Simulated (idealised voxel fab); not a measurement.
A process module follows: voxel wiring stack.
Section shown: cut. Width: 195 nm. Cell size: 5 nm, square.
When this document writes out a cross-section, it uses a grid of square cells and lists it as bands, beginning at the top and moving down, with a band standing for one or more rows of cells. In this notation a band is specified by the heights of its top and bottom, in that order and in nm, after which its materials appear from left to right, each paired with its width in nm. The word "edge to edge" attached to a single material means that material fills the band from edge to edge; the word "empty" stands for empty space. Height reference: 0 = level under which incoming wafer is all one material. Lowest band: no bottom, runs on downward, e.g. "0..down". So if you see something like "30->40" for the width, read it as the top row of the band sitting at the first number and the bottom row at the second, with every row in between moving by the same amount as the last. Take "nothing altered" at face value: in the step it is given for, the cross-section changed in none of its cells. Closed-off voids of 8+ cells (no open route to the top) go in "Closed void table", written width x height at distance from the left edge, in nm. Post-settings text on a step line: simulator's own remark regarding the step. Regarding "overlay nm": on a step with a mask, it is the distance the mask lay to the right of its planned place; a negative value places it to the left.

**Set out below are the planned steps of the process**
1. RECEIVE [material Si]
2. CONFORMAL_DEP [material SiO2] [thk nm 15]
3. CONFORMAL_DEP [material SiN] [thk nm 5]
4. DIRECTIONAL_DEP [material lowk] [thk nm 25]
5. DIRECTIONAL_DEP [material aC] [thk nm 15]
6. PATTERN [tone open] [mask id METAL_1] [material resist] [width nm 25] [pitch nm 55] [thk nm 35] [overlay nm 0]
7. DIRECTIONAL_ETCH [etch materials aC] [depth nm 15]
8. STRIP [etch materials resist]
9. DIRECTIONAL_ETCH [etch materials lowk] [depth nm 25]
10. DIRECTIONAL_ETCH [etch materials SiN] [depth nm 5]
11. STRIP [etch materials aC]
12. CONFORMAL_DEP [material TiN] [thk nm 5]
13. FILL_DEP [material Ru] [thk nm 5]
14. CMP [height nm 45]
15. CONFORMAL_DEP [material SiCN] [thk nm 5]
16. DIRECTIONAL_DEP [material SiO2] [thk nm 30]
17. PATTERN [tone open] [mask id METAL_2] [material resist] [width nm 25] [pitch nm 55] [thk nm 15] [overlay nm 0]
18. DIRECTIONAL_ETCH [etch materials SiO2] [depth nm 20]
19. STRIP [etch materials resist]
20. DIRECTIONAL_DEP [material aC] [thk nm 15]
21. PATTERN [tone open] [mask id METAL_2_HOLES] [material resist] [width nm 15] [pitch nm 55] [thk nm 35] [overlay nm 0]
22. DIRECTIONAL_ETCH [etch materials aC] [depth nm 15]
23. STRIP [etch materials resist]
24. DIRECTIONAL_ETCH [etch materials SiO2] [depth nm 10]
25. DIRECTIONAL_ETCH [etch materials SiCN] [depth nm 5]
26. STRIP [etch materials aC]
27. CONFORMAL_DEP [material TiN] [thk nm 5]
28. FILL_DEP [material Cu] [thk nm 5]
29. CMP [height nm 80]
30. CONFORMAL_DEP [material SiCN] [thk nm 5]
31. DIRECTIONAL_DEP [material SiO2] [thk nm 35]
32. PATTERN [tone open] [mask id METAL_3_HOLES] [material resist] [width nm 15] [thk nm 20] [overlay nm 0]
33. DIRECTIONAL_ETCH [etch materials SiO2] [depth nm 35]
34. STRIP [etch materials resist]
35. DIRECTIONAL_DEP [material aC] [thk nm 15]
36. PATTERN [tone open] [mask id METAL_3] [material resist] [width nm 25] [pitch nm 55] [thk nm 35] [overlay nm 0]
37. DIRECTIONAL_ETCH [etch materials aC] [depth nm 15]
38. STRIP [etch materials resist]
39. DIRECTIONAL_ETCH [etch materials SiO2] [depth nm 20]
40. DIRECTIONAL_ETCH [etch materials SiCN] [depth nm 5]
41. STRIP [etch materials aC]
42. CONFORMAL_DEP [material TiN] [thk nm 5]
43. FILL_DEP [material Cu] [thk nm 10]
44. CMP [height nm 120]
45. CONFORMAL_DEP [material SiCN] [thk nm 5]

**Concerning the first of two wafers, which was run in accordance with the plan**

**as received, after step 1**
	0..down  Si edge to edge
	Closed void table: none

**You're looking at a cross-section of the wafer after step 2**
	15..0  SiO2 edge to edge
	Below 0 it's all the same as before, nothing changed down there.

**You're looking at a cross-section of the wafer after step 3**
	20..15  SiN edge to edge
	Below 15 it's all the same as before, nothing changed down there.

**You're looking at a cross-section of the wafer after step 4**
	45..20  lowk edge to edge
	Below 20 it's all the same as before, nothing changed down there.

**You're looking at a cross-section of the wafer after step 5**
	60..45  aC edge to edge
	Below 45 it's all the same as before, nothing changed down there.

**You're looking at a cross-section of the wafer after step 6**
	95..60  resist (55) / empty (25) / resist (30) / empty (25) / resist (60)
	Below 60 it's all the same as before, nothing changed down there.

**You're looking at a cross-section of the wafer after step 7**
	80..60  resist (55) / empty (25) / resist (30) / empty (25) / resist (60)
	60..45  aC (55) / empty (25) / aC (30) / empty (25) / aC (60)
	Below 45 it's all the same as before, nothing changed down there.

**You're looking at a cross-section of the wafer after step 8**
	60..45  aC (55) / empty (25) / aC (30) / empty (25) / aC (60)
	Below 45 it's all the same as before, nothing changed down there.

**You're looking at a cross-section of the wafer after step 9**
	60..45  aC (55) / empty (25) / aC (30) / empty (25) / aC (60)
	45..20  lowk (55) / empty (25) / lowk (30) / empty (25) / lowk (60)
	Below 20 it's all the same as before, nothing changed down there.

**You're looking at a cross-section of the wafer after step 10**
	60..45  aC (55) / empty (25) / aC (30) / empty (25) / aC (60)
	45..20  lowk (55) / empty (25) / lowk (30) / empty (25) / lowk (60)
	20..15  SiN (55) / empty (25) / SiN (30) / empty (25) / SiN (60)
	Below 15 it's all the same as before, nothing changed down there.

**You're looking at a cross-section of the wafer after step 11**
	45..20  lowk (55) / empty (25) / lowk (30) / empty (25) / lowk (60)
	Below 20 it's all the same as before, nothing changed down there.

**You're looking at a cross-section of the wafer after step 12**
	50..45  TiN (60) / empty (15) / TiN (40) / empty (15) / TiN (65)
	45..20  lowk (55) / TiN (5) / empty (15) / TiN (5) / lowk (30) / TiN (5) / empty (15) / TiN (5) / lowk (60)
	20..15  SiN (55) / TiN (25) / SiN (30) / TiN (25) / SiN (60)
	Below 15 it's all the same as before, nothing changed down there.

**You're looking at a cross-section of the wafer after step 13**
	55..50  Ru edge to edge
	50..45  TiN (60) / Ru (15) / TiN (40) / Ru (15) / TiN (65)
	45..20  lowk (55) / TiN (5) / Ru (15) / TiN (5) / lowk (30) / TiN (5) / Ru (15) / TiN (5) / lowk (60)
	Below 20 it's all the same as before, nothing changed down there.

**You're looking at a cross-section of the wafer after step 14**
	45..20  lowk (55) / TiN (5) / Ru (15) / TiN (5) / lowk (30) / TiN (5) / Ru (15) / TiN (5) / lowk (60)
	Below 20 it's all the same as before, nothing changed down there.

**You're looking at a cross-section of the wafer after step 15**
	50..45  SiCN edge to edge
	Below 45 it's all the same as before, nothing changed down there.

**You're looking at a cross-section of the wafer after step 16**
	80..50  SiO2 edge to edge
	Below 50 it's all the same as before, nothing changed down there.

**You're looking at a cross-section of the wafer after step 17**
	95..80  resist (55) / empty (25) / resist (30) / empty (25) / resist (60)
	Below 80 it's all the same as before, nothing changed down there.

**You're looking at a cross-section of the wafer after step 18**
	95..80  resist (55) / empty (25) / resist (30) / empty (25) / resist (60)
	80..60  SiO2 (55) / empty (25) / SiO2 (30) / empty (25) / SiO2 (60)
	Below 60 it's all the same as before, nothing changed down there.

**You're looking at a cross-section of the wafer after step 19**
	80..60  SiO2 (55) / empty (25) / SiO2 (30) / empty (25) / SiO2 (60)
	Below 60 it's all the same as before, nothing changed down there.

**You're looking at a cross-section of the wafer after step 20**
	95..80  aC (55) / empty (25) / aC (30) / empty (25) / aC (60)
	80..75  SiO2 (55) / empty (25) / SiO2 (30) / empty (25) / SiO2 (60)
	75..60  SiO2 (55) / aC (25) / SiO2 (30) / aC (25) / SiO2 (60)
	Below 60 it's all the same as before, nothing changed down there.

**You're looking at a cross-section of the wafer after step 21**
	130..95  resist (55) / empty (15) / resist (40) / empty (15) / resist (70)
	95..80  aC (55) / empty (15) / resist (10) / aC (30) / empty (15) / resist (10) / aC (60)
	80..75  SiO2 (55) / empty (15) / resist (10) / SiO2 (30) / empty (15) / resist (10) / SiO2 (60)
	Below 75 it's all the same as before, nothing changed down there.

**You're looking at a cross-section of the wafer after step 22**
	115..95  resist (55) / empty (15) / resist (40) / empty (15) / resist (70)
	95..80  aC (55) / empty (15) / resist (10) / aC (30) / empty (15) / resist (10) / aC (60)
	80..75  SiO2 (55) / empty (15) / resist (10) / SiO2 (30) / empty (15) / resist (10) / SiO2 (60)
	75..60  SiO2 (55) / empty (15) / aC (10) / SiO2 (30) / empty (15) / aC (10) / SiO2 (60)
	Below 60 it's all the same as before, nothing changed down there.

**You're looking at a cross-section of the wafer after step 23**
	95..80  aC (55) / empty (25) / aC (30) / empty (25) / aC (60)
	80..75  SiO2 (55) / empty (25) / SiO2 (30) / empty (25) / SiO2 (60)
	Below 75 it's all the same as before, nothing changed down there.

**You're looking at a cross-section of the wafer after step 24**
	95..80  aC (55) / empty (25) / aC (30) / empty (25) / aC (60)
	80..75  SiO2 (55) / empty (25) / SiO2 (30) / empty (25) / SiO2 (60)
	75..60  SiO2 (55) / empty (15) / aC (10) / SiO2 (30) / empty (15) / aC (10) / SiO2 (60)
	60..50  SiO2 (55) / empty (15) / SiO2 (40) / empty (15) / SiO2 (70)
	Below 50 it's all the same as before, nothing changed down there.

**You're looking at a cross-section of the wafer after step 25**
	95..80  aC (55) / empty (25) / aC (30) / empty (25) / aC (60)
	80..75  SiO2 (55) / empty (25) / SiO2 (30) / empty (25) / SiO2 (60)
	75..60  SiO2 (55) / empty (15) / aC (10) / SiO2 (30) / empty (15) / aC (10) / SiO2 (60)
	60..50  SiO2 (55) / empty (15) / SiO2 (40) / empty (15) / SiO2 (70)
	50..45  SiCN (55) / empty (15) / SiCN (40) / empty (15) / SiCN (70)
	Below 45 it's all the same as before, nothing changed down there.

**You're looking at a cross-section of the wafer after step 26**
	80..60  SiO2 (55) / empty (25) / SiO2 (30) / empty (25) / SiO2 (60)
	Below 60 it's all the same as before, nothing changed down there.

**You're looking at a cross-section of the wafer after step 27**
	85..80  TiN (60) / empty (15) / TiN (40) / empty (15) / TiN (65)
	80..65  SiO2 (55) / TiN (5) / empty (15) / TiN (5) / SiO2 (30) / TiN (5) / empty (15) / TiN (5) / SiO2 (60)
	65..60  SiO2 (55) / TiN (5) / empty (5) / TiN (15) / SiO2 (30) / TiN (5) / empty (5) / TiN (15) / SiO2 (60)
	60..50  SiO2 (55) / TiN (5) / empty (5) / TiN (5) / SiO2 (40) / TiN (5) / empty (5) / TiN (5) / SiO2 (70)
	50..45  SiCN (55) / TiN (15) / SiCN (40) / TiN (15) / SiCN (70)
	Below 45 it's all the same as before, nothing changed down there.

**You're looking at a cross-section of the wafer after step 28**
	90..85  Cu edge to edge
	85..80  TiN (60) / Cu (15) / TiN (40) / Cu (15) / TiN (65)
	80..65  SiO2 (55) / TiN (5) / Cu (15) / TiN (5) / SiO2 (30) / TiN (5) / Cu (15) / TiN (5) / SiO2 (60)
	65..60  SiO2 (55) / TiN (5) / Cu (5) / TiN (15) / SiO2 (30) / TiN (5) / Cu (5) / TiN (15) / SiO2 (60)
	60..50  SiO2 (55) / TiN (5) / Cu (5) / TiN (5) / SiO2 (40) / TiN (5) / Cu (5) / TiN (5) / SiO2 (70)
	Below 50 it's all the same as before, nothing changed down there.

**You're looking at a cross-section of the wafer after step 29**
	80..65  SiO2 (55) / TiN (5) / Cu (15) / TiN (5) / SiO2 (30) / TiN (5) / Cu (15) / TiN (5) / SiO2 (60)
	Below 65 it's all the same as before, nothing changed down there.

**You're looking at a cross-section of the wafer after step 30**
	85..80  SiCN edge to edge
	Below 80 it's all the same as before, nothing changed down there.

**You're looking at a cross-section of the wafer after step 31**
	120..85  SiO2 edge to edge
	Below 85 it's all the same as before, nothing changed down there.

**You're looking at a cross-section of the wafer after step 32**
	140..120  resist (55) / empty (15) / resist (125)
	Below 120 it's all the same as before, nothing changed down there.

**You're looking at a cross-section of the wafer after step 33**
	140..120  resist (55) / empty (15) / resist (125)
	120..85  SiO2 (55) / empty (15) / SiO2 (125)
	Below 85 it's all the same as before, nothing changed down there.

**You're looking at a cross-section of the wafer after step 34**
	120..85  SiO2 (55) / empty (15) / SiO2 (125)
	Below 85 it's all the same as before, nothing changed down there.

**You're looking at a cross-section of the wafer after step 35**
	135..120  aC (55) / empty (15) / aC (125)
	120..100  SiO2 (55) / empty (15) / SiO2 (125)
	100..85  SiO2 (55) / aC (15) / SiO2 (125)
	Below 85 it's all the same as before, nothing changed down there.

**You're looking at a cross-section of the wafer after step 36**
	170..135  resist (55) / empty (25) / resist (30) / empty (25) / resist (60)
	Below 135 it's all the same as before, nothing changed down there.

**You're looking at a cross-section of the wafer after step 37**
	155..135  resist (55) / empty (25) / resist (30) / empty (25) / resist (60)
	135..120  aC (55) / empty (25) / aC (30) / empty (25) / aC (60)
	120..85  SiO2 (55) / empty (15) / SiO2 (125)
	Below 85 it's all the same as before, nothing changed down there.

**You're looking at a cross-section of the wafer after step 38**
	135..120  aC (55) / empty (25) / aC (30) / empty (25) / aC (60)
	Below 120 it's all the same as before, nothing changed down there.

**You're looking at a cross-section of the wafer after step 39**
	135..120  aC (55) / empty (25) / aC (30) / empty (25) / aC (60)
	120..100  SiO2 (55) / empty (25) / SiO2 (30) / empty (25) / SiO2 (60)
	Below 100 it's all the same as before, nothing changed down there.

**You're looking at a cross-section of the wafer after step 40**
	135..120  aC (55) / empty (25) / aC (30) / empty (25) / aC (60)
	120..100  SiO2 (55) / empty (25) / SiO2 (30) / empty (25) / SiO2 (60)
	100..85  SiO2 (55) / empty (15) / SiO2 (125)
	85..80  SiCN (55) / empty (15) / SiCN (125)
	Below 80 it's all the same as before, nothing changed down there.

**You're looking at a cross-section of the wafer after step 41**
	120..100  SiO2 (55) / empty (25) / SiO2 (30) / empty (25) / SiO2 (60)
	Below 100 it's all the same as before, nothing changed down there.

**You're looking at a cross-section of the wafer after step 42**
	125..120  TiN (60) / empty (15) / TiN (40) / empty (15) / TiN (65)
	120..105  SiO2 (55) / TiN (5) / empty (15) / TiN (5) / SiO2 (30) / TiN (5) / empty (15) / TiN (5) / SiO2 (60)
	105..100  SiO2 (55) / TiN (5) / empty (5) / TiN (15) / SiO2 (30) / TiN (25) / SiO2 (60)
	100..85  SiO2 (55) / TiN (5) / empty (5) / TiN (5) / SiO2 (125)
	85..80  SiCN (55) / TiN (15) / SiCN (125)
	Below 80 it's all the same as before, nothing changed down there.

**You're looking at a cross-section of the wafer after step 43**
	135..125  Cu edge to edge
	125..120  TiN (60) / Cu (15) / TiN (40) / Cu (15) / TiN (65)
	120..105  SiO2 (55) / TiN (5) / Cu (15) / TiN (5) / SiO2 (30) / TiN (5) / Cu (15) / TiN (5) / SiO2 (60)
	105..100  SiO2 (55) / TiN (5) / Cu (5) / TiN (15) / SiO2 (30) / TiN (25) / SiO2 (60)
	100..85  SiO2 (55) / TiN (5) / Cu (5) / TiN (5) / SiO2 (125)
	Below 85 it's all the same as before, nothing changed down there.

**You're looking at a cross-section of the wafer after step 44**
	120..105  SiO2 (55) / TiN (5) / Cu (15) / TiN (5) / SiO2 (30) / TiN (5) / Cu (15) / TiN (5) / SiO2 (60)
	Below 105 it's all the same as before, nothing changed down there.

**You're looking at a cross-section of the wafer after step 45**
	125..120  SiCN edge to edge
	Below 120 it's all the same as before, nothing changed down there.

**Second Wafer (Identical Start and Plan, One Processing Error; Matches First Wafer Through Step 1)**

**The second wafer cut through, at the time step 2 was supposed to be finished**
	5..0  SiN edge to edge
	Below 0 it's all the same as before, nothing changed down there.

**The second wafer cut through, at the time step 3 was supposed to be finished**
	20..5  SiO2 edge to edge
	Below 5 it's all the same as before, nothing changed down there.

**The second wafer cut through, at the time step 4 was supposed to be finished**
	45..20  lowk edge to edge
	Below 20 it's all the same as before, nothing changed down there.

**The second wafer cut through, at the time step 5 was supposed to be finished**
	60..45  aC edge to edge
	Below 45 it's all the same as before, nothing changed down there.

**The second wafer cut through, at the time step 6 was supposed to be finished**
	95..60  resist (55) / empty (25) / resist (30) / empty (25) / resist (60)
	Below 60 it's all the same as before, nothing changed down there.

**The second wafer cut through, at the time step 7 was supposed to be finished**
	80..60  resist (55) / empty (25) / resist (30) / empty (25) / resist (60)
	60..45  aC (55) / empty (25) / aC (30) / empty (25) / aC (60)
	Below 45 it's all the same as before, nothing changed down there.

**The second wafer cut through, at the time step 8 was supposed to be finished**
	60..45  aC (55) / empty (25) / aC (30) / empty (25) / aC (60)
	Below 45 it's all the same as before, nothing changed down there.

**The second wafer cut through, at the time step 9 was supposed to be finished**
	60..45  aC (55) / empty (25) / aC (30) / empty (25) / aC (60)
	45..20  lowk (55) / empty (25) / lowk (30) / empty (25) / lowk (60)
	Below 20 it's all the same as before, nothing changed down there.

The second wafer cut through, at the time step 10 was supposed to be finished: nothing altered

**The second wafer cut through, at the time step 11 was supposed to be finished**
	45..20  lowk (55) / empty (25) / lowk (30) / empty (25) / lowk (60)
	Below 20 it's all the same as before, nothing changed down there.

**The second wafer cut through, at the time step 12 was supposed to be finished**
	50..45  TiN (60) / empty (15) / TiN (40) / empty (15) / TiN (65)
	45..25  lowk (55) / TiN (5) / empty (15) / TiN (5) / lowk (30) / TiN (5) / empty (15) / TiN (5) / lowk (60)
	25..20  lowk (55) / TiN (25) / lowk (30) / TiN (25) / lowk (60)
	Below 20 it's all the same as before, nothing changed down there.

**The second wafer cut through, at the time step 13 was supposed to be finished**
	55..50  Ru edge to edge
	50..45  TiN (60) / Ru (15) / TiN (40) / Ru (15) / TiN (65)
	45..25  lowk (55) / TiN (5) / Ru (15) / TiN (5) / lowk (30) / TiN (5) / Ru (15) / TiN (5) / lowk (60)
	Below 25 it's all the same as before, nothing changed down there.

**The second wafer cut through, at the time step 14 was supposed to be finished**
	45..25  lowk (55) / TiN (5) / Ru (15) / TiN (5) / lowk (30) / TiN (5) / Ru (15) / TiN (5) / lowk (60)
	Below 25 it's all the same as before, nothing changed down there.

**The second wafer cut through, at the time step 15 was supposed to be finished**
	50..45  SiCN edge to edge
	Below 45 it's all the same as before, nothing changed down there.

**The second wafer cut through, at the time step 16 was supposed to be finished**
	80..50  SiO2 edge to edge
	Below 50 it's all the same as before, nothing changed down there.

**The second wafer cut through, at the time step 17 was supposed to be finished**
	95..80  resist (55) / empty (25) / resist (30) / empty (25) / resist (60)
	Below 80 it's all the same as before, nothing changed down there.

**The second wafer cut through, at the time step 18 was supposed to be finished**
	95..80  resist (55) / empty (25) / resist (30) / empty (25) / resist (60)
	80..60  SiO2 (55) / empty (25) / SiO2 (30) / empty (25) / SiO2 (60)
	Below 60 it's all the same as before, nothing changed down there.

**The second wafer cut through, at the time step 19 was supposed to be finished**
	80..60  SiO2 (55) / empty (25) / SiO2 (30) / empty (25) / SiO2 (60)
	Below 60 it's all the same as before, nothing changed down there.

**The second wafer cut through, at the time step 20 was supposed to be finished**
	95..80  aC (55) / empty (25) / aC (30) / empty (25) / aC (60)
	80..75  SiO2 (55) / empty (25) / SiO2 (30) / empty (25) / SiO2 (60)
	75..60  SiO2 (55) / aC (25) / SiO2 (30) / aC (25) / SiO2 (60)
	Below 60 it's all the same as before, nothing changed down there.

**The second wafer cut through, at the time step 21 was supposed to be finished**
	130..95  resist (55) / empty (15) / resist (40) / empty (15) / resist (70)
	95..80  aC (55) / empty (15) / resist (10) / aC (30) / empty (15) / resist (10) / aC (60)
	80..75  SiO2 (55) / empty (15) / resist (10) / SiO2 (30) / empty (15) / resist (10) / SiO2 (60)
	Below 75 it's all the same as before, nothing changed down there.

**The second wafer cut through, at the time step 22 was supposed to be finished**
	115..95  resist (55) / empty (15) / resist (40) / empty (15) / resist (70)
	95..80  aC (55) / empty (15) / resist (10) / aC (30) / empty (15) / resist (10) / aC (60)
	80..75  SiO2 (55) / empty (15) / resist (10) / SiO2 (30) / empty (15) / resist (10) / SiO2 (60)
	75..60  SiO2 (55) / empty (15) / aC (10) / SiO2 (30) / empty (15) / aC (10) / SiO2 (60)
	Below 60 it's all the same as before, nothing changed down there.

**The second wafer cut through, at the time step 23 was supposed to be finished**
	95..80  aC (55) / empty (25) / aC (30) / empty (25) / aC (60)
	80..75  SiO2 (55) / empty (25) / SiO2 (30) / empty (25) / SiO2 (60)
	Below 75 it's all the same as before, nothing changed down there.

**The second wafer cut through, at the time step 24 was supposed to be finished**
	95..80  aC (55) / empty (25) / aC (30) / empty (25) / aC (60)
	80..75  SiO2 (55) / empty (25) / SiO2 (30) / empty (25) / SiO2 (60)
	75..60  SiO2 (55) / empty (15) / aC (10) / SiO2 (30) / empty (15) / aC (10) / SiO2 (60)
	60..50  SiO2 (55) / empty (15) / SiO2 (40) / empty (15) / SiO2 (70)
	Below 50 it's all the same as before, nothing changed down there.

**The second wafer cut through, at the time step 25 was supposed to be finished**
	95..80  aC (55) / empty (25) / aC (30) / empty (25) / aC (60)
	80..75  SiO2 (55) / empty (25) / SiO2 (30) / empty (25) / SiO2 (60)
	75..60  SiO2 (55) / empty (15) / aC (10) / SiO2 (30) / empty (15) / aC (10) / SiO2 (60)
	60..50  SiO2 (55) / empty (15) / SiO2 (40) / empty (15) / SiO2 (70)
	50..45  SiCN (55) / empty (15) / SiCN (40) / empty (15) / SiCN (70)
	Below 45 it's all the same as before, nothing changed down there.

**The second wafer cut through, at the time step 26 was supposed to be finished**
	80..60  SiO2 (55) / empty (25) / SiO2 (30) / empty (25) / SiO2 (60)
	Below 60 it's all the same as before, nothing changed down there.

**The second wafer cut through, at the time step 27 was supposed to be finished**
	85..80  TiN (60) / empty (15) / TiN (40) / empty (15) / TiN (65)
	80..65  SiO2 (55) / TiN (5) / empty (15) / TiN (5) / SiO2 (30) / TiN (5) / empty (15) / TiN (5) / SiO2 (60)
	65..60  SiO2 (55) / TiN (5) / empty (5) / TiN (15) / SiO2 (30) / TiN (5) / empty (5) / TiN (15) / SiO2 (60)
	60..50  SiO2 (55) / TiN (5) / empty (5) / TiN (5) / SiO2 (40) / TiN (5) / empty (5) / TiN (5) / SiO2 (70)
	50..45  SiCN (55) / TiN (15) / SiCN (40) / TiN (15) / SiCN (70)
	Below 45 it's all the same as before, nothing changed down there.

**The second wafer cut through, at the time step 28 was supposed to be finished**
	90..85  Cu edge to edge
	85..80  TiN (60) / Cu (15) / TiN (40) / Cu (15) / TiN (65)
	80..65  SiO2 (55) / TiN (5) / Cu (15) / TiN (5) / SiO2 (30) / TiN (5) / Cu (15) / TiN (5) / SiO2 (60)
	65..60  SiO2 (55) / TiN (5) / Cu (5) / TiN (15) / SiO2 (30) / TiN (5) / Cu (5) / TiN (15) / SiO2 (60)
	60..50  SiO2 (55) / TiN (5) / Cu (5) / TiN (5) / SiO2 (40) / TiN (5) / Cu (5) / TiN (5) / SiO2 (70)
	Below 50 it's all the same as before, nothing changed down there.

**The second wafer cut through, at the time step 29 was supposed to be finished**
	80..65  SiO2 (55) / TiN (5) / Cu (15) / TiN (5) / SiO2 (30) / TiN (5) / Cu (15) / TiN (5) / SiO2 (60)
	Below 65 it's all the same as before, nothing changed down there.

**The second wafer cut through, at the time step 30 was supposed to be finished**
	85..80  SiCN edge to edge
	Below 80 it's all the same as before, nothing changed down there.

**The second wafer cut through, at the time step 31 was supposed to be finished**
	120..85  SiO2 edge to edge
	Below 85 it's all the same as before, nothing changed down there.

**The second wafer cut through, at the time step 32 was supposed to be finished**
	140..120  resist (55) / empty (15) / resist (125)
	Below 120 it's all the same as before, nothing changed down there.

**The second wafer cut through, at the time step 33 was supposed to be finished**
	140..120  resist (55) / empty (15) / resist (125)
	120..85  SiO2 (55) / empty (15) / SiO2 (125)
	Below 85 it's all the same as before, nothing changed down there.

**The second wafer cut through, at the time step 34 was supposed to be finished**
	120..85  SiO2 (55) / empty (15) / SiO2 (125)
	Below 85 it's all the same as before, nothing changed down there.

**The second wafer cut through, at the time step 35 was supposed to be finished**
	135..120  aC (55) / empty (15) / aC (125)
	120..100  SiO2 (55) / empty (15) / SiO2 (125)
	100..85  SiO2 (55) / aC (15) / SiO2 (125)
	Below 85 it's all the same as before, nothing changed down there.

**The second wafer cut through, at the time step 36 was supposed to be finished**
	170..135  resist (55) / empty (25) / resist (30) / empty (25) / resist (60)
	Below 135 it's all the same as before, nothing changed down there.

**The second wafer cut through, at the time step 37 was supposed to be finished**
	155..135  resist (55) / empty (25) / resist (30) / empty (25) / resist (60)
	135..120  aC (55) / empty (25) / aC (30) / empty (25) / aC (60)
	120..85  SiO2 (55) / empty (15) / SiO2 (125)
	Below 85 it's all the same as before, nothing changed down there.

**The second wafer cut through, at the time step 38 was supposed to be finished**
	135..120  aC (55) / empty (25) / aC (30) / empty (25) / aC (60)
	Below 120 it's all the same as before, nothing changed down there.

**The second wafer cut through, at the time step 39 was supposed to be finished**
	135..120  aC (55) / empty (25) / aC (30) / empty (25) / aC (60)
	120..100  SiO2 (55) / empty (25) / SiO2 (30) / empty (25) / SiO2 (60)
	Below 100 it's all the same as before, nothing changed down there.

**The second wafer cut through, at the time step 40 was supposed to be finished**
	135..120  aC (55) / empty (25) / aC (30) / empty (25) / aC (60)
	120..100  SiO2 (55) / empty (25) / SiO2 (30) / empty (25) / SiO2 (60)
	100..85  SiO2 (55) / empty (15) / SiO2 (125)
	85..80  SiCN (55) / empty (15) / SiCN (125)
	Below 80 it's all the same as before, nothing changed down there.

**The second wafer cut through, at the time step 41 was supposed to be finished**
	120..100  SiO2 (55) / empty (25) / SiO2 (30) / empty (25) / SiO2 (60)
	Below 100 it's all the same as before, nothing changed down there.

**The second wafer cut through, at the time step 42 was supposed to be finished**
	125..120  TiN (60) / empty (15) / TiN (40) / empty (15) / TiN (65)
	120..105  SiO2 (55) / TiN (5) / empty (15) / TiN (5) / SiO2 (30) / TiN (5) / empty (15) / TiN (5) / SiO2 (60)
	105..100  SiO2 (55) / TiN (5) / empty (5) / TiN (15) / SiO2 (30) / TiN (25) / SiO2 (60)
	100..85  SiO2 (55) / TiN (5) / empty (5) / TiN (5) / SiO2 (125)
	85..80  SiCN (55) / TiN (15) / SiCN (125)
	Below 80 it's all the same as before, nothing changed down there.

**The second wafer cut through, at the time step 43 was supposed to be finished**
	135..125  Cu edge to edge
	125..120  TiN (60) / Cu (15) / TiN (40) / Cu (15) / TiN (65)
	120..105  SiO2 (55) / TiN (5) / Cu (15) / TiN (5) / SiO2 (30) / TiN (5) / Cu (15) / TiN (5) / SiO2 (60)
	105..100  SiO2 (55) / TiN (5) / Cu (5) / TiN (15) / SiO2 (30) / TiN (25) / SiO2 (60)
	100..85  SiO2 (55) / TiN (5) / Cu (5) / TiN (5) / SiO2 (125)
	Below 85 it's all the same as before, nothing changed down there.

**The second wafer cut through, at the time step 44 was supposed to be finished**
	120..105  SiO2 (55) / TiN (5) / Cu (15) / TiN (5) / SiO2 (30) / TiN (5) / Cu (15) / TiN (5) / SiO2 (60)
	Below 105 it's all the same as before, nothing changed down there.

**The second wafer cut through, at the time step 45 was supposed to be finished**
	125..120  SiCN edge to edge
	Below 120 it's all the same as before, nothing changed down there.
Run error: contrary to the plan, steps 2 and 3 were processed in exchanged order
Looking at both finished wafers in cells, the second ends up ahead of or behind the first on some materials: -6 Ru; +10 SiN; -4 TiN
